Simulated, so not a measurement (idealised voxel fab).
Documented hereafter: the process module known as voxel released beams.
For reference, the cross-section in this document is cut, with width 290 nm and square cells of 5 nm.
Cross-section spec: square-cell grid; bands listed top down; each band is one or more rows. The band entry comprises the height of the band's top followed by the height of its bottom, expressed in nm, and subsequently the band's materials from left to right, each stated together with its width in nm. Where a single material is marked with the word "throughout", that material fills the band from edge to edge. The word "air" represents empty space. Counting heights begins at 0, where everything beneath is, in the wafer as received, one material. The lowest band has no bottom; it goes on downwards, as "0 down" shows. You'd read "30 to 40" like this: the band's top row of cells is as wide as the first number, its bottom row is as wide as the second, and going down, every row changes width by the same amount as the row before did. "remained the same" -> step changed no cross-section cell. "Enclosed void listing" lists enclosed empty spaces (at least 8 cells, no open path upward to the top), each as width x height at distance from the left edge, in nm. Post-settings text on a step line: simulator's own remark regarding the step. "overlay nm" answers the question of how far to the right of plan the mask lay on a step that has a mask, and when it is negative the answer is to the left.
[Process steps - plan]
1 RECEIVE with material Si
2 CONFORMAL_DEP with material SiN, thk nm 10
3 DIRECTIONAL_DEP with material SiO2, thk nm 10
4 PATTERN with tone open, mask id ANCHOR, material resist, width nm 25, thk nm 15, overlay nm 0
5 DIRECTIONAL_ETCH with etch materials SiO2, depth nm 10
6 STRIP with etch materials resist
7 CONFORMAL_DEP with material W, thk nm 10
8 PATTERN with tone cover, mask id BEAM, material resist, width nm 75, thk nm 15, overlay nm 0
9 DIRECTIONAL_ETCH with etch materials W, depth nm 10
10 STRIP with etch materials resist
11 STRIP with etch materials SiO2
[Cross-section, incoming material, after step 1]
	0 down = Si throughout
	Enclosed void listing: none
[Cross-section, end of module. Start: as above. Plan: as above. Execution: one mistake]
	30 to 20 = air=105  W=25  air=5  W=45  air=110
	20 to 10 = air=120  W=25  air=145
	10 to 0 = SiN throughout
	0 down = Si throughout
	Enclosed void listing: none
Plan not followed: step 4 did not happen as planned, as run it was PATTERN with tone open, mask id ANCHOR, material resist, width nm 25, thk nm 15, overlay nm 10
